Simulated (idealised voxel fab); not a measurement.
Herein follows the process module entitled voxel double patterning.
The cross-section shown here is cut; it is 165 nm wide and divided into square cells measuring 5 nm on a side.
Cross-sections here: square-cell grids, written as top-down lists of bands, a band being one or more rows of cells.
Heads up on the band format: heights come first, top then bottom, in nm. After that it's the materials left to right, each with its width in nm. A single material flagged "full width" fills the whole band edge to edge, and "empty" means there's empty space there.
A quick word on heights: they are counted from 0, and under that level the wafer as it came to us is one material throughout. The lowest band is different from the rest in having no bottom; it simply continues downward, written as in "0 down".
Read "30 to 40" as a graded width: first number on top, second number at the bottom, same change between each pair of neighbouring rows.
"no change" for a step: no cell of the cross-section changed in that step.
The entry titled "Voids, fully enclosed" provides the empty spaces that have no open way to the top, restricted to those of 8 cells or more. Each is presented as width x height at distance, the distance being measured from the left edge, with all three in nm.
Read whatever lies past the settings on a step's line as the simulator's own remark about the step.
What "overlay nm" on a step's line means: if the step has a mask, that mask lay this far to the right of its planned place, or, when the value is negative, to the left.

### Below is the list of planned process steps
1. RECEIVE, material Si
2. CONFORMAL_DEP, material SiO2, thk nm 10
3. DIRECTIONAL_DEP, material polySi, thk nm 15
4. DIRECTIONAL_DEP, material SiN, thk nm 10
5. DIRECTIONAL_DEP, material aC, thk nm 10
6. PATTERN, tone open, mask id FIRST, material resist, width nm 15, pitch nm 50, thk nm 30, overlay nm 0
7. DIRECTIONAL_ETCH, etch materials aC, depth nm 10
8. STRIP, etch materials resist
9. DIRECTIONAL_ETCH, etch materials SiN, depth nm 10
10. STRIP, etch materials aC
11. DIRECTIONAL_DEP, material aC, thk nm 10
12. PATTERN, tone open, mask id SECOND, material resist, width nm 15, pitch nm 50, thk nm 30, overlay nm 0
13. DIRECTIONAL_ETCH, etch materials aC, depth nm 10
14. STRIP, etch materials resist
15. DIRECTIONAL_ETCH, etch materials SiN, depth nm 10
16. STRIP, etch materials aC
17. DIRECTIONAL_ETCH, etch materials polySi, depth nm 15
18. STRIP, etch materials SiN

### Wafer as received: cross-section following step 1
- 0 down = Si full width
- Voids, fully enclosed: none

### Look at the cross-section after the module: the wafer started out the way shown above and the plan was the one shown above, yet one mistake was made along the way
- 25 to 10 = polySi=25 | empty=15 | polySi=10 | empty=20 | polySi=5 | empty=15 | polySi=10 | empty=20 | polySi=5 | empty=15 | polySi=25
- 10 to 0 = SiO2 full width
- 0 down = Si full width
- Voids, fully enclosed: none
What went wrong in running the wafer? step 12 ran with different settings than intended, the actual operation and settings being PATTERN, tone open, mask id SECOND, material resist, width nm 20, pitch nm 50, thk nm 30, overlay nm 0
